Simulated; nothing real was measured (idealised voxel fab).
process module | voxel ribs on slabs
cross-section cut | 245 nm wide | cells 5 nm
A cross-section is a grid of square cells, given in bands from the top down. A band is one or more rows of cells.
Each band's line starts with the height of the band's top and of its bottom, in nm. Then come its materials from left to right, each with its width in nm. One material with "throughout" fills the band from edge to edge. "air" is empty space.
Height 0 is the level under which the wafer as received is all one material. The lowest band goes on downwards, as in "0 down".
A width such as "30 to 40" changes by the same amount from each row of cells to the next, from the band's top row to its bottom row.
"no change" after a step means that no cell of the cross-section changed.
closed voids: empty space of 8 cells or more with no open way to the top, each as width x height at its distance from the left edge, in nm
after a step's settings: what the simulator itself notes on the step
overlay nm, on a step with a mask: how far to the right of its planned place the mask lay; to the left if negative
plan
1 op RECEIVE | material Si
2 op DIRECTIONAL_DEP | material SiO2 | thk nm 30
3 op DIRECTIONAL_DEP | material polySi | thk nm 25
4 op MASKED_ETCH | tone cover | mask id RIB | width nm 30 | etch materials polySi | depth nm 10 | overlay nm 0
5 op MASKED_ETCH | tone cover | mask id SLAB | width nm 70 | etch materials polySi | depth nm 15 | overlay nm 0
6 op FILL_DEP | material SiO2 | thk nm 20
7 op CMP | height nm 70
8 op DIRECTIONAL_DEP | material TiN | thk nm 5
9 op DIRECTIONAL_DEP | material aC | thk nm 15
10 op PATTERN | tone cover | mask id HEATER | material resist | width nm 40 | thk nm 30 | overlay nm 0
11 op DIRECTIONAL_ETCH | etch materials aC | depth nm 15
12 op STRIP | etch materials resist
13 op DIRECTIONAL_ETCH | etch materials TiN | depth nm 5
14 op STRIP | etch materials aC
15 op CONFORMAL_DEP | material SiO2 | thk nm 10
as received, after step 1
  0 down: Si throughout
  closed voids: none
first wafer at the end, as planned
  85 to 80: air 90 | SiO2 60 | air 95
  80 to 75: SiO2 throughout
  75 to 70: SiO2 100 | TiN 40 | SiO2 105
  70 to 55: SiO2 throughout
  55 to 45: SiO2 105 | polySi 30 | SiO2 110
  45 to 30: SiO2 85 | polySi 70 | SiO2 90
  30 to 0: SiO2 throughout
  0 down: Si throughout
  closed voids: none
second wafer at the end: like start, like plan, one mistake
  85 to 80: air 90 | SiO2 60 | air 95
  80 to 75: SiO2 throughout
  75 to 70: SiO2 100 | TiN 40 | SiO2 105
  70 to 65: SiO2 throughout
  65 to 55: SiO2 105 | polySi 30 | SiO2 110
  55 to 40: SiO2 85 | polySi 70 | SiO2 90
  40 to 30: polySi throughout
  30 to 0: SiO2 throughout
  0 down: Si throughout
  closed voids: none
what went wrong: step 3 ran as: op DIRECTIONAL_DEP | material polySi | thk nm 35
at the end the second wafer has, in cells: 98 fewer of SiO2 | 98 more of polySi
